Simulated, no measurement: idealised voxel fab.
Herein follows the process module entitled voxel self aligned contacts.
Section cut is 205 nm wide and gridded with 5 nm square cells.
Each cross-section below is a grid of square cells, stated as bands in top-down order, with one or more rows of cells making up each band.
Quick guide to a band line: top height, bottom height (nm) up front; then every material left to right with its width in nm. Only one material and it's marked "edge to edge"? Then it fills the band edge to edge. And "air" just means empty space.
Zero point of the height axis is 0; under it, received wafer = one material. Lowest band: continues down indefinitely, "0 -> down".
The expression "30..40" gives the width at the extremes of the band, the first number at its top row of cells and the second at its bottom row, with the width changing by equal amounts from each row to the next in between.
No cell of the cross-section changed in a step that is given as "nothing got changed".
Empty spaces counting at least 8 cells and having no open way to the top are listed in "Closed void listing". The notation width x height at distance is used for each, the distance being from the left edge and all three values in nm.
Read whatever lies past the settings on a step's line as the simulator's own remark about the step.
A step's line can hold "overlay nm"; with a mask on that step, the setting says how far right of the planned place the mask lay, while a negative setting says it lay to the left.
INTENDED PROCESS STEPS
- 1: RECEIVE: material Si
- 2: OXIDIZE: depth nm 5
- 3: DIRECTIONAL_DEP: material polySi, thk nm 30
- 4: DIRECTIONAL_DEP: material SiN, thk nm 20
- 5: MASKED_ETCH: tone cover, mask id GATE, width nm 25, pitch nm 50, etch materials SiN, depth nm 20, overlay nm 0
- 6: MASKED_ETCH: tone cover, mask id GATE, width nm 25, pitch nm 50, etch materials polySi, depth nm 30, overlay nm 0
- 7: CONFORMAL_DEP: material SiN, thk nm 5
- 8: DIRECTIONAL_ETCH: etch materials SiN, depth nm 5
- 9: FILL_DEP: material SiO2, thk nm 10
- 10: CMP: height nm 55
- 11: DIRECTIONAL_DEP: material aC, thk nm 10
- 12: PATTERN: tone open, mask id CONTACT, material resist, width nm 35, thk nm 25, overlay nm 0
- 13: DIRECTIONAL_ETCH: etch materials aC, depth nm 10
- 14: STRIP: etch materials resist
- 15: DIRECTIONAL_ETCH: etch materials SiO2, depth nm 60
- 16: STRIP: etch materials aC
- 17: CONFORMAL_DEP: material TiN, thk nm 5
- 18: FILL_DEP: material W, thk nm 10
- 19: CMP: height nm 55
- 20: CONFORMAL_DEP: material SiCN, thk nm 5
HERE'S WHAT THE WAFER LOOKED LIKE IN CROSS-SECTION WHEN IT ARRIVED - THAT'S AFTER STEP 1
    0 -> down | Si edge to edge
    Closed void listing: none
CROSS-SECTION, END OF MODULE. START: AS ABOVE. PLAN: AS ABOVE. EXECUTION: ONE MISTAKE
    60 -> 55 | SiCN edge to edge
    55 -> 50 | SiO2 85, then TiN 35, then SiO2 85
    50 -> 30 | SiO2 60, then SiN 40, then TiN 10, then SiN 40, then SiO2 55
    30 -> 0 | SiO2 60, then SiN 5, then polySi 30, then SiN 5, then TiN 10, then SiN 5, then polySi 30, then SiN 5, then SiO2 55
    0 -> -5 | SiO2 100, then TiN 10, then SiO2 95
    -5 -> down | Si edge to edge
    Closed void listing: none
Want to know what went wrong? step 5 deviated from plan and actually ran as MASKED_ETCH: tone cover, mask id GATE, width nm 30, pitch nm 50, etch materials SiN, depth nm 20, overlay nm 0
